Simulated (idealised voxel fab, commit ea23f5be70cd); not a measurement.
Process module heading - voxel transistor to metal
Cross-section cut spans 155 nm and uses square cells 5 nm in size.
We lay out every cross-section as a grid of square cells and spell it out in bands from the top down, where one band means one or more rows of cells.
It is stipulated that each band's entry specify, in nanometres, the height of the top of the band and then that of its bottom, followed by the materials of the band in left-to-right sequence, each together with its width in nanometres. A single material marked by the word "full width" is understood to fill the band from edge to edge; the word "empty" is understood to denote empty space.
Height reference: 0 = level under which incoming wafer is all one material. Lowest band: no bottom, runs on downward, e.g. "z 0 and below".
Top row gets the first number, bottom row gets the second, and each row in between changes by the same step: that is how a band width like "30..40" works.
Key: "identical to before" - step with no changed cell in the cross-section.
The entry "Fully enclosed voids" lists the empty spaces that cover at least 8 cells and have no open path to the top. Each is written as width x height at distance, where the distance is measured from the left edge and all three values are in nm.
Where a step's line continues beyond its settings, the continuation is a remark by the simulator itself on that step.
overlay nm: how far to the right of its planned place the mask lay on this masked step (negative: to the left).
**Process steps - plan**
1,RECEIVE,material Si
2,OXIDIZE,depth nm 5
3,CONFORMAL_DEP,material SiN,thk nm 10
4,MASKED_ETCH,tone cover,mask id ACTIVE,width nm 105,etch materials SiN,depth nm 10,overlay nm 0
5,MASKED_ETCH,tone cover,mask id ACTIVE,width nm 105,etch materials SiO2,depth nm 5,overlay nm 0
6,MASKED_ETCH,tone cover,mask id ACTIVE,width nm 105,etch materials Si,depth nm 25,overlay nm 0
7,OXIDIZE,depth nm 5
8,FILL_DEP,material SiO2,thk nm 5
9,CMP,height nm 10
10,SELECTIVE_ETCH,etch materials SiO2,depth nm 10
11,STRIP,etch materials SiN
12,SELECTIVE_ETCH,etch materials SiO2,depth nm 5
13,OXIDIZE,depth nm 5
14,DIRECTIONAL_DEP,material polySi,thk nm 30
15,DIRECTIONAL_DEP,material SiCN,thk nm 15
16,DIRECTIONAL_DEP,material aC,thk nm 15
17,PATTERN,tone cover,mask id GATE,material resist,width nm 25,thk nm 30,overlay nm 0
18,DIRECTIONAL_ETCH,etch materials aC,depth nm 15
19,STRIP,etch materials resist
20,DIRECTIONAL_ETCH,etch materials SiCN,depth nm 25
21,DIRECTIONAL_ETCH,etch materials polySi,depth nm 40
22,STRIP,etch materials aC
23,CONFORMAL_DEP,material SiO2,thk nm 5
24,DIRECTIONAL_ETCH,etch materials SiO2,depth nm 5
25,CONFORMAL_DEP,material SiN,thk nm 5
26,DIRECTIONAL_ETCH,etch materials SiN,depth nm 5
27,DIRECTIONAL_ETCH,etch materials SiO2,depth nm 5
28,EPI,material nSi,thk nm 5
29,FILL_DEP,material SiO2,thk nm 10
30,CMP,height nm 25
31,STRIP,etch materials polySi
32,SELECTIVE_ETCH,etch materials SiO2,depth nm 5
33,CONFORMAL_DEP,material HfO2,thk nm 5
34,CONFORMAL_DEP,material TiN,thk nm 5
35,FILL_DEP,material W,thk nm 5
36,CMP,height nm 20
37,DIRECTIONAL_DEP,material SiO2,thk nm 15
38,DIRECTIONAL_DEP,material aC,thk nm 15
39,PATTERN,tone open,mask id CONTACT,material resist,width nm 20,pitch nm 75,thk nm 35,overlay nm 0
40,DIRECTIONAL_ETCH,etch materials aC,depth nm 15
41,STRIP,etch materials resist
42,DIRECTIONAL_ETCH,etch materials SiO2,depth nm 40
43,STRIP,etch materials aC
44,CONFORMAL_DEP,material TiN,thk nm 5
45,FILL_DEP,material W,thk nm 5
46,CMP,height nm 35
47,CONFORMAL_DEP,material SiCN,thk nm 5
48,DIRECTIONAL_DEP,material lowk,thk nm 25
49,PATTERN,tone open,mask id METAL_1,material resist,width nm 20,pitch nm 75,thk nm 20,overlay nm 0
50,DIRECTIONAL_ETCH,etch materials lowk,depth nm 25
51,DIRECTIONAL_ETCH,etch materials SiCN,depth nm 5
52,STRIP,etch materials resist
53,CONFORMAL_DEP,material TiN,thk nm 5
54,FILL_DEP,material Ru,thk nm 5
55,CMP,height nm 65
56,EPI,material Ru,thk nm 5
57,FILL_DEP,material SiCN,thk nm 5
58,DIRECTIONAL_DEP,material SiO2,thk nm 30
59,PATTERN,tone open,mask id METAL_2_HOLES,material resist,width nm 15,pitch nm 75,thk nm 15,overlay nm 0
60,DIRECTIONAL_ETCH,etch materials SiO2,depth nm 30
61,STRIP,etch materials resist
62,DIRECTIONAL_DEP,material aC,thk nm 10
63,PATTERN,tone open,mask id METAL_2,material resist,width nm 20,pitch nm 75,thk nm 25,overlay nm 0
64,DIRECTIONAL_ETCH,etch materials aC,depth nm 10
65,STRIP,etch materials resist
66,DIRECTIONAL_ETCH,etch materials SiO2,depth nm 15
67,DIRECTIONAL_ETCH,etch materials SiCN,depth nm 5
68,STRIP,etch materials aC
69,CONFORMAL_DEP,material TiN,thk nm 5
70,FILL_DEP,material Cu,thk nm 10
71,CMP,height nm 105
72,CONFORMAL_DEP,material SiCN,thk nm 5
**Step 1 complete: cross-section of the wafer as received**
    z 0 and below  Si full width
    Fully enclosed voids: none
**Cross-sectional view of the first of the two wafers upon completion of the module, processed in accordance with the plan**
    z 110 to 105  SiCN full width
    z 105 to 95  SiO2=30, then TiN=5, then Cu=10, then TiN=5, then SiO2=55, then TiN=5, then Cu=10, then TiN=5, then SiO2=30
    z 95 to 90  SiO2=30, then TiN=5, then Cu=5, then TiN=10, then SiO2=55, then TiN=5, then Cu=5, then TiN=10, then SiO2=30
    z 90 to 75  SiO2=30, then TiN=5, then Cu=5, then TiN=5, then SiO2=60, then TiN=5, then Cu=5, then TiN=5, then SiO2=35
    z 75 to 70  SiCN=30, then TiN=15, then SiCN=60, then TiN=15, then SiCN=35
    z 70 to 65  SiCN=25, then Ru=30, then SiCN=45, then Ru=30, then SiCN=25
    z 65 to 40  lowk=30, then TiN=5, then Ru=10, then TiN=5, then lowk=55, then TiN=5, then Ru=10, then TiN=5, then lowk=30
    z 40 to 35  SiCN=30, then TiN=20, then SiCN=55, then TiN=20, then SiCN=30
    z 35 to 20  SiO2=30, then TiN=5, then W=10, then TiN=5, then SiO2=55, then TiN=5, then W=10, then TiN=5, then SiO2=30
    z 20 to 0  SiO2=30, then TiN=5, then W=10, then TiN=5, then SiO2=5, then SiN=5, then HfO2=5, then TiN=5, then W=15, then TiN=5, then HfO2=5, then SiN=5, then SiO2=5, then TiN=5, then W=10, then TiN=5, then SiO2=30
    z 0 to -5  SiO2=30, then TiN=20, then SiO2=5, then SiN=5, then HfO2=5, then TiN=25, then HfO2=5, then SiN=5, then SiO2=5, then TiN=20, then SiO2=30
    z -5 to -10  SiO2=25, then nSi=30, then SiO2=5, then HfO2=35, then SiO2=5, then nSi=30, then SiO2=25
    z -10 to -35  SiO2=30, then Si=95, then SiO2=30
    z -35 and below  Si full width
    Fully enclosed voids: none
**Cross-section at end of module for the second wafer of two, which matched the first in starting point and plan and differed by one mistake in its processing**
    z 110 to 105  SiCN full width
    z 105 to 95  SiO2=30, then TiN=5, then Cu=10, then TiN=5, then SiO2=55, then TiN=5, then Cu=10, then TiN=5, then SiO2=30
    z 95 to 90  SiO2=30, then TiN=5, then Cu=5, then TiN=10, then SiO2=55, then TiN=5, then Cu=5, then TiN=10, then SiO2=30
    z 90 to 75  SiO2=30, then TiN=5, then Cu=5, then TiN=5, then SiO2=60, then TiN=5, then Cu=5, then TiN=5, then SiO2=35
    z 75 to 70  SiCN=30, then TiN=15, then SiCN=60, then TiN=15, then SiCN=35
    z 70 to 65  SiCN=25, then Ru=30, then SiCN=45, then Ru=30, then SiCN=25
    z 65 to 40  lowk=30, then TiN=5, then Ru=10, then TiN=5, then lowk=55, then TiN=5, then Ru=10, then TiN=5, then lowk=30
    z 40 to 35  SiCN=30, then TiN=20, then SiCN=55, then TiN=20, then SiCN=30
    z 35 to 20  SiO2=30, then TiN=5, then W=10, then TiN=5, then SiO2=55, then TiN=5, then W=10, then TiN=5, then SiO2=30
    z 20 to 15  SiO2=30, then TiN=5, then W=10, then TiN=5, then SiO2=5, then SiN=5, then HfO2=5, then TiN=5, then W=15, then TiN=5, then HfO2=5, then SiN=5, then SiO2=5, then TiN=5, then W=10, then TiN=5, then SiO2=30
    z 15 to 10  SiO2=30, then TiN=20, then SiO2=5, then SiN=5, then HfO2=5, then TiN=5, then W=15, then TiN=5, then HfO2=5, then SiN=5, then SiO2=5, then TiN=20, then SiO2=30
    z 10 to 0  SiO2=55, then SiN=5, then HfO2=5, then TiN=5, then W=15, then TiN=5, then HfO2=5, then SiN=5, then SiO2=55
    z 0 to -5  SiO2=55, then SiN=5, then HfO2=5, then TiN=25, then HfO2=5, then SiN=5, then SiO2=55
    z -5 to -10  SiO2=25, then nSi=30, then SiO2=5, then HfO2=35, then SiO2=5, then nSi=30, then SiO2=25
    z -10 to -35  SiO2=30, then Si=95, then SiO2=30
    z -35 and below  Si full width
    Fully enclosed voids: none
Misprocessing identified: in the plan, step 37 was performed twice
Count the cells at the end and the second wafer has more or fewer of some materials than the first: +24 SiO2 | -12 TiN | -12 W
